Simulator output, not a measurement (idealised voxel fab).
This section sets out a process module, namely voxel released beams.
It is cross-section cut that appears here, measuring 170 nm in width, its square cells being 5 nm in size.
A cross-section is a grid of square cells, given in bands from the top down. A band is one or more rows of cells. In this notation a band is specified by the heights of its top and bottom, in that order and in nm, after which its materials appear from left to right, each paired with its width in nm. The word "all across" attached to a single material means that material fills the band from edge to edge; the word "blank" stands for empty space. All heights in this document are referenced to 0, defined as the level beneath which the wafer, as received, consists entirely of one material. The lowest band is not bounded below; it extends indefinitely downward and is written in the form "top 0, no bottom". Top row gets the first number, bottom row gets the second, and each row in between changes by the same step: that is how a band width like "30 to 40" works. You'll sometimes find "same as before" written for a step, and that's the way of saying that nowhere in the cross-section did a cell change during that step. In "Enclosed internal cavities" the enclosed voids are listed, meaning empty spaces of 8 cells or larger without any opening to the top. The form is width x height at distance, distance from the left edge, units nm. Whatever follows a step's settings on its line is a remark the simulator itself makes about that step. The setting "overlay nm" may be written on the line of a step. When the step uses a mask, the value reports how far to the right of the planned place the mask lay, and a negative value reports that it lay to the left.

-- Intended process steps
1: RECEIVE, material Si
2: CONFORMAL_DEP, material SiN, thk nm 10
3: DIRECTIONAL_DEP, material SiO2, thk nm 10
4: MASKED_ETCH, tone open, mask id ANCHOR, width nm 45, etch materials SiO2, depth nm 10, overlay nm 0
5: CONFORMAL_DEP, material W, thk nm 15
6: MASKED_ETCH, tone cover, mask id BEAM, width nm 105, etch materials W, depth nm 15, overlay nm 0
7: STRIP, etch materials SiO2

-- first wafer, as planned

-- This is the cross-section of the wafer as we received it, i.e. after step 1
	top 0, no bottom  Si all across
	Enclosed internal cavities: none

-- Cross-section through the wafer, step 2 finished
	top 10, bottom 0  SiN all across
	Under the height 0 nothing was changed.

-- Cross-section through the wafer, step 3 finished
	top 20, bottom 10  SiO2 all across
	Under the height 10 nothing was changed.

-- Cross-section through the wafer, step 4 finished
	top 20, bottom 10  SiO2 35 nm; blank 45 nm; SiO2 90 nm
	Under the height 10 nothing was changed.

-- Cross-section through the wafer, step 5 finished
	top 35, bottom 25  W 50 nm; blank 15 nm; W 105 nm
	top 25, bottom 20  W all across
	top 20, bottom 10  SiO2 35 nm; W 45 nm; SiO2 90 nm
	Under the height 10 nothing was changed.

-- Cross-section through the wafer, step 6 finished
	top 35, bottom 25  blank 30 nm; W 20 nm; blank 15 nm; W 70 nm; blank 35 nm
	top 25, bottom 20  blank 30 nm; W 105 nm; blank 35 nm
	Under the height 20 nothing was changed.

-- Cross-section through the wafer, step 7 finished
	top 35, bottom 25  blank 30 nm; W 20 nm; blank 15 nm; W 70 nm; blank 35 nm
	top 25, bottom 20  blank 30 nm; W 105 nm; blank 35 nm
	top 20, bottom 10  blank 35 nm; W 45 nm; blank 90 nm
	Under the height 10 nothing was changed.

-- Second wafer, same starting state and plan as the first, one mistake in the run, identical through step 2

-- Cross-section, second wafer, at the end time the plan gives for step 3
	top 15, bottom 10  SiO2 all across
	Under the height 10 nothing was changed.

-- Cross-section, second wafer, at the end time the plan gives for step 4
	top 15, bottom 10  SiO2 35 nm; blank 45 nm; SiO2 90 nm
	Under the height 10 nothing was changed.

-- Cross-section, second wafer, at the end time the plan gives for step 5
	top 30, bottom 25  W 50 nm; blank 15 nm; W 105 nm
	top 25, bottom 15  W all across
	top 15, bottom 10  SiO2 35 nm; W 45 nm; SiO2 90 nm
	Under the height 10 nothing was changed.

-- Cross-section, second wafer, at the end time the plan gives for step 6
	top 30, bottom 25  blank 30 nm; W 20 nm; blank 15 nm; W 70 nm; blank 35 nm
	top 25, bottom 15  blank 30 nm; W 105 nm; blank 35 nm
	Under the height 15 nothing was changed.

-- Cross-section, second wafer, at the end time the plan gives for step 7
	top 30, bottom 25  blank 30 nm; W 20 nm; blank 15 nm; W 70 nm; blank 35 nm
	top 25, bottom 15  blank 30 nm; W 105 nm; blank 35 nm
	top 15, bottom 10  blank 35 nm; W 45 nm; blank 90 nm
	Under the height 10 nothing was changed.
Misprocessing identified: planned and actual differ for step 3; actual: DIRECTIONAL_DEP, material SiO2, thk nm 5
At the finish, the second wafer shows more or fewer cells for some materials than the first does: W -6
